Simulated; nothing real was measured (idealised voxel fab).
The following is a process module called voxel tone inversion.
Displayed cross-section: cut, width of 230 nm, square cells sized 5 nm.
Each cross-section below is a grid of square cells, stated as bands in top-down order, with one or more rows of cells making up each band.
It is stipulated that each band's entry specify, in nanometres, the height of the top of the band and then that of its bottom, followed by the materials of the band in left-to-right sequence, each together with its width in nanometres. A single material marked by the word "full width" is understood to fill the band from edge to edge; the word "blank" is understood to denote empty space.
Basically, 0 is our baseline, since under it the wafer straight out of the box is all one material. The bottom band has no lower end and keeps on going down, so it looks like "0 and below".
A width given as "30->40" starts at the first number in the band's top row and ends at the second number in its bottom row, shifting by an equal amount at every step from row to row.
A step reported as "everything unchanged" is a step in which no cell of the cross-section changed.
Closed-off voids of 8+ cells (no open route to the top) go in "Sealed cavities", written width x height at distance from the left edge, in nm.
The remark found on a step's line after its settings is issued by the simulator itself and pertains to that step.
You can add "overlay nm" to a step's line. For a step with a mask, it describes how far the mask lay to the right of its planned position, and a negative number describes a lay to the left.

# The process steps that were planned are listed below
1: op RECEIVE | material Si
2: op CONFORMAL_DEP | material SiN | thk nm 5
3: op DIRECTIONAL_DEP | material aC | thk nm 15
4: op PATTERN | tone cover | mask id POSTS | material resist | width nm 25 | pitch nm 40 | thk nm 20 | overlay nm 0
5: op DIRECTIONAL_ETCH | etch materials aC | depth nm 15
6: op STRIP | etch materials resist
7: op FILL_DEP | material lowk | thk nm 10
8: op CMP | height nm 20
9: op STRIP | etch materials aC
10: op CONFORMAL_DEP | material TiN | thk nm 5
11: op FILL_DEP | material Ru | thk nm 5
12: op CMP | height nm 20
13: op CONFORMAL_DEP | material SiN | thk nm 5

# as received, after step 1
- 0 and below | Si full width
- Sealed cavities: none

# Final cross-section, module run with one mistake (start and plan as above)
- 25 down to 20 | SiN full width
- 20 down to 10 | Ru=75; TiN=5; lowk=25; TiN=5; Ru=5; TiN=5; lowk=25; TiN=5; Ru=80
- 10 down to 5 | TiN=80; lowk=25; TiN=15; lowk=25; TiN=85
- 5 down to 0 | SiN full width
- 0 and below | Si full width
- Sealed cavities: none
The mistake made against the process plan was this: step 4 ran as: op PATTERN | tone open | mask id POSTS | material resist | width nm 25 | pitch nm 40 | thk nm 20 | overlay nm 0
